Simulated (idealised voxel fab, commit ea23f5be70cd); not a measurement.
Proc. module: voxel plated lines
Each square cell in cross-section cut measures 5 nm, and the section as a whole is 290 nm wide.
A cross-section in this document is a grid of square cells, and it is written down as bands, the top band listed before the ones below it; a band is made up of one or more rows of cells.
Band: top height; bottom height; in nm. Then, left to right: material with width in nm, for each material. "all across": a single material spanning edge to edge. "empty": empty space.
Where do heights start? At 0: under that level the wafer as delivered is made of one material only. And the lowest band has no floor; it just carries on downward, as in "0 -> down".
The width entry "30..40" should be interpreted row by row: the top row of cells in the band takes the first number, the bottom row takes the second number, and the change between adjacent rows is uniform throughout.
"everything unchanged" (step): cross-section cells unchanged, all of them.
The entry "Enclosed cavity list" lists the empty spaces that cover at least 8 cells and have no open path to the top. Each is written as width x height at distance, where the distance is measured from the left edge and all three values are in nm.
Note: text after step settings on the step line = simulator remark on that step.
The optional step-line setting "overlay nm" applies to steps with a mask and quantifies how far to the right of its planned location the mask lay, a negative value indicating leftward placement.
The following list gives the planned process steps:
step 1: op RECEIVE | material Si
step 2: op CONFORMAL_DEP | material SiN | thk nm 5
step 3: op DIRECTIONAL_DEP | material TiN | thk nm 5
step 4: op PATTERN | tone open | mask id LINES | material resist | width nm 15 | pitch nm 40 | thk nm 30 | overlay nm 0
step 5: op EPI | material Ru | thk nm 10
step 6: op EPI | material Ru | thk nm 10
step 7: op STRIP | etch materials resist
step 8: op DIRECTIONAL_ETCH | etch materials TiN | depth nm 5
step 9: op CONFORMAL_DEP | material SiO2 | thk nm 5
This is the cross-section of the wafer as we received it, i.e. after step 1:
    0 -> down | Si all across
    Enclosed cavity list: none
The cross-section shown corresponds to the wafer at the conclusion of the module. The initial structure and the process plan are those presented above; however, one mistake occurred in executing the plan:
    45 -> 40 | empty 110, SiO2 25, empty 15, SiO2 25, empty 115
    40 -> 20 | empty 110, SiO2 5, Ru 15, SiO2 5, empty 15, SiO2 5, Ru 15, SiO2 5, empty 115
    20 -> 15 | SiO2 115, TiN 15, SiO2 25, TiN 15, SiO2 120
    15 -> 5 | TiN all across
    5 -> 0 | SiN all across
    0 -> down | Si all across
    Enclosed cavity list: none
what went wrong: planned and actual differ for step 3; actual: op DIRECTIONAL_DEP | material TiN | thk nm 15
